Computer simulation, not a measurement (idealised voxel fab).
process module | voxel ribs on slabs
cross-section cut | 175 nm wide | cells 5 nm
A cross-section is a grid of square cells, given in bands from the top down. A band is one or more rows of cells.
Each band's line starts with the height of the band's top and of its bottom, in nm. Then come its materials from left to right, each with its width in nm. One material with "throughout" fills the band from edge to edge. "air" is empty space.
Height 0 is the level under which the wafer as received is all one material. The lowest band goes on downwards, as in "0 down".
A width such as "30 to 40" changes by the same amount from each row of cells to the next, from the band's top row to its bottom row.
"no change" after a step means that no cell of the cross-section changed.
closed voids: empty space of 8 cells or more with no open way to the top, each as width x height at its distance from the left edge, in nm
after a step's settings: what the simulator itself notes on the step
overlay nm, on a step with a mask: how far to the right of its planned place the mask lay; to the left if negative
plan
1 op RECEIVE | material Si
2 op DIRECTIONAL_DEP | material SiO2 | thk nm 20
3 op DIRECTIONAL_DEP | material polySi | thk nm 15
4 op PATTERN | tone cover | mask id RIB | material resist | width nm 30 | thk nm 20 | overlay nm 0
5 op DIRECTIONAL_ETCH | etch materials polySi | depth nm 5
6 op STRIP | etch materials resist
7 op PATTERN | tone cover | mask id SLAB | material resist | width nm 90 | thk nm 20 | overlay nm 0
8 op DIRECTIONAL_ETCH | etch materials polySi | depth nm 10
9 op STRIP | etch materials resist
10 op FILL_DEP | material SiO2 | thk nm 30
11 op CMP | height nm 55
12 op DIRECTIONAL_DEP | material TiN | thk nm 10
13 op PATTERN | tone cover | mask id HEATER | material resist | width nm 40 | thk nm 20 | overlay nm 0
14 op DIRECTIONAL_ETCH | etch materials TiN | depth nm 10
15 op STRIP | etch materials resist
16 op CONFORMAL_DEP | material SiO2 | thk nm 10
as received, after step 1
  0 down: Si throughout
  closed voids: none
a wafer at the end: this start, this plan, one mistake
  75 to 65: air 55 | SiO2 60 | air 60
  65 to 55: SiO2 65 | TiN 40 | SiO2 70
  55 to 15: SiO2 throughout
  15 to 0: polySi throughout
  0 down: Si throughout
  closed voids: none
what went wrong: steps 2 and 3 were swapped
